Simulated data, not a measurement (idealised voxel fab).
A process module follows: voxel released beams.
The cross-section shown here is cut; it is 190 nm wide and divided into square cells measuring 5 nm on a side.
Cross-section, as written here: a square-cell grid given band by band from the top down, where a band holds one or more rows of cells.
Top height, bottom height, nm. Materials left to right, width each, nm. Single material + "all across" = fills band edge to edge. "blank" = empty.
It should be noted that heights are counted from 0, beneath which the wafer as supplied is of one material throughout, and that the lowest band possesses no lower boundary but continues downward, as written in "top 0, no bottom".
With a width like "30..40", each row of cells in the band differs from the next by the same amount, the top row carrying the first number and the bottom row the second.
You'll sometimes find "nothing different" written for a step, and that's the way of saying that nowhere in the cross-section did a cell change during that step.
Reported under the label "Sealed void listing" are the empty spaces having no open way to the top and comprising 8 cells or more; the notation for each is width x height at distance, in which the distance is measured from the left edge and all three values are in nm.
What comes after the settings on a step's line is commentary from the simulator itself on that step.
"overlay nm", when on a step's line for a step with a mask, measures how far to the right of its planned place the mask lay; a negative measure means to the left.

**So here's the lineup of process steps we planned**
| 1 | op RECEIVE | material Si |
| 2 | op CONFORMAL_DEP | material Al2O3 | thk nm 5 |
| 3 | op DIRECTIONAL_DEP | material SiO2 | thk nm 20 |
| 4 | op MASKED_ETCH | tone open | mask id ANCHOR | width nm 35 | etch materials SiO2 | depth nm 20 | overlay nm 0 |
| 5 | op CONFORMAL_DEP | material W | thk nm 15 |
| 6 | op MASKED_ETCH | tone cover | mask id BEAM | width nm 90 | etch materials W | depth nm 15 | overlay nm 0 |
| 7 | op STRIP | etch materials SiO2 |

**First of two wafers: run as planned**

**Cross-section of the wafer at receipt, which is the condition after step 1**
	top 0, no bottom  Si all across
	Sealed void listing: none

**Cross-section: wafer state after step 2**
	top 5, bottom 0  Al2O3 all across
	below 0: unchanged

**Cross-section: wafer state after step 3**
	top 25, bottom 5  SiO2 all across
	below 5: unchanged

**Cross-section: wafer state after step 4**
	top 25, bottom 5  50 nm SiO2 | 35 nm blank | 105 nm SiO2
	below 5: unchanged

**Cross-section: wafer state after step 5**
	top 40, bottom 25  65 nm W | 5 nm blank | 120 nm W
	top 25, bottom 20  50 nm SiO2 | 15 nm W | 5 nm blank | 15 nm W | 105 nm SiO2
	top 20, bottom 5  50 nm SiO2 | 35 nm W | 105 nm SiO2
	below 5: unchanged

**Cross-section: wafer state after step 6**
	top 40, bottom 25  45 nm blank | 20 nm W | 5 nm blank | 65 nm W | 55 nm blank
	below 25: unchanged

**Cross-section: wafer state after step 7**
	top 40, bottom 25  45 nm blank | 20 nm W | 5 nm blank | 65 nm W | 55 nm blank
	top 25, bottom 20  50 nm blank | 15 nm W | 5 nm blank | 15 nm W | 105 nm blank
	top 20, bottom 5  50 nm blank | 35 nm W | 105 nm blank
	below 5: unchanged

**Second of two: same start, same plan, one run error; steps up to and including 3 match the first**

**Cross-section: second wafer, time at which step 4 was scheduled to end**
	top 25, bottom 5  45 nm SiO2 | 45 nm blank | 100 nm SiO2
	below 5: unchanged

**Cross-section: second wafer, time at which step 5 was scheduled to end**
	top 40, bottom 25  60 nm W | 15 nm blank | 115 nm W
	top 25, bottom 20  45 nm SiO2 | 15 nm W | 15 nm blank | 15 nm W | 100 nm SiO2
	top 20, bottom 5  45 nm SiO2 | 45 nm W | 100 nm SiO2
	below 5: unchanged

**Cross-section: second wafer, time at which step 6 was scheduled to end**
	top 40, bottom 25  45 nm blank | 15 nm W | 15 nm blank | 60 nm W | 55 nm blank
	below 25: unchanged

**Cross-section: second wafer, time at which step 7 was scheduled to end**
	top 40, bottom 25  45 nm blank | 15 nm W | 15 nm blank | 60 nm W | 55 nm blank
	top 25, bottom 20  45 nm blank | 15 nm W | 15 nm blank | 15 nm W | 100 nm blank
	top 20, bottom 5  45 nm blank | 45 nm W | 100 nm blank
	below 5: unchanged
Against the plan, the run slipped here: step 4 deviated from plan and actually ran as op MASKED_ETCH | tone open | mask id ANCHOR | width nm 45 | etch materials SiO2 | depth nm 20 | overlay nm 0
Same inventory, different map: at the end, the second wafer holds as many cells of each material as the first, placed elsewhere.
